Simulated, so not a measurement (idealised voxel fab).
The following process module bears the name voxel self aligned vias.
FYI the section here is cut, 250 nm wide, cells are 5 nm squares.
Square cells in a grid make up a cross-section in this document, and the grid is given as bands, listed from the top down, each one or more rows of cells. The entry gives the band's vertical extent as a top height and a bottom height in nm, then its horizontal make-up as materials from left to right, each with a width in nm. "air" stands for empty space; a single material marked "all across" fills the band edge to edge. Counting heights begins at 0, where everything beneath is, in the wafer as received, one material. The lowest band has no bottom; it goes on downwards, as "0 and below" shows. When a width is written as two numbers, as in "30 to 40", the first number is the width in the top row of cells of the band and the second is the width in its bottom row, and the width changes by the same amount from each row to the next. Basically "remained unchanged" means that step didn't change any cell in the cross-section. "Voids, fully enclosed": empty spaces of 8 cells or more with no open way to the top, each given as width x height at distance, distance from the left edge, all in nm. Anything after a step's settings on that line? It's the simulator's own note about the step. overlay nm: on a step with a mask, how far right of its planned place the mask lay; negative means left.

Steps in the process plan:
1,RECEIVE, material Si
2,CONFORMAL_DEP, material SiO2, thk nm 15
3,CONFORMAL_DEP, material SiCN, thk nm 5
4,DIRECTIONAL_DEP, material SiO2, thk nm 30
5,PATTERN, tone open, mask id LINES, material resist, width nm 30, pitch nm 65, thk nm 15, overlay nm 0
6,DIRECTIONAL_ETCH, etch materials SiO2, depth nm 30
7,STRIP, etch materials resist
8,CONFORMAL_DEP, material TiN, thk nm 5
9,FILL_DEP, material Ru, thk nm 5
10,CMP, height nm 50
11,SELECTIVE_ETCH, etch materials W Ru TiN, depth nm 5
12,FILL_DEP, material SiN, thk nm 10
13,CMP, height nm 50
14,DIRECTIONAL_DEP, material SiO2, thk nm 15
15,MASKED_ETCH, tone open, mask id VIAS, width nm 50, pitch nm 65, etch materials SiO2, depth nm 15, overlay nm 0
16,MASKED_ETCH, tone open, mask id VIAS, width nm 50, pitch nm 65, etch materials SiN, depth nm 5, overlay nm 0
17,CONFORMAL_DEP, material TiN, thk nm 5
18,FILL_DEP, material W, thk nm 10
19,CMP, height nm 65
20,CONFORMAL_DEP, material SiN, thk nm 5

as received, after step 1:
> 0 and below | Si all across
> Voids, fully enclosed: none

Here's the cross-section of the first of our two wafers at the end of the module - it ran as planned:
> 70 down to 65 | SiN all across
> 65 down to 55 | SiO2 (65)  TiN (5)  W (40)  TiN (5)  SiO2 (15)  TiN (5)  W (40)  TiN (5)  SiO2 (70)
> 55 down to 50 | SiO2 (65)  TiN (15)  W (20)  TiN (15)  SiO2 (15)  TiN (15)  W (20)  TiN (15)  SiO2 (70)
> 50 down to 45 | SiO2 (75)  TiN (30)  SiO2 (35)  TiN (30)  SiO2 (80)
> 45 down to 25 | SiO2 (75)  TiN (5)  Ru (20)  TiN (5)  SiO2 (35)  TiN (5)  Ru (20)  TiN (5)  SiO2 (80)
> 25 down to 20 | SiO2 (75)  TiN (30)  SiO2 (35)  TiN (30)  SiO2 (80)
> 20 down to 15 | SiCN all across
> 15 down to 0 | SiO2 all across
> 0 and below | Si all across
> Voids, fully enclosed: none

End of module, second wafer, cross-section. Started like the first, planned like the first, run with one mistake:
> 70 down to 65 | SiN all across
> 65 down to 55 | SiO2 (65)  TiN (5)  W (40)  TiN (5)  SiO2 (15)  TiN (5)  W (40)  TiN (5)  SiO2 (70)
> 55 down to 50 | SiO2 (65)  TiN (15)  W (20)  TiN (15)  SiO2 (15)  TiN (15)  W (20)  TiN (15)  SiO2 (70)
> 50 down to 45 | SiO2 (75)  TiN (30)  SiO2 (35)  TiN (30)  SiO2 (80)
> 45 down to 40 | SiO2 (75)  TiN (5)  Ru (20)  TiN (5)  SiO2 (35)  TiN (5)  Ru (20)  TiN (5)  SiO2 (80)
> 40 down to 35 | SiO2 (75)  TiN (30)  SiO2 (35)  TiN (30)  SiO2 (80)
> 35 down to 30 | SiCN all across
> 30 down to 0 | SiO2 all across
> 0 and below | Si all across
> Voids, fully enclosed: none
what went wrong: the plan had its step 2 run twice
Final comparison by cell count, materials where the second wafer has more or fewer than the first: Ru: 24 fewer; SiO2: 36 more; TiN: 12 fewer
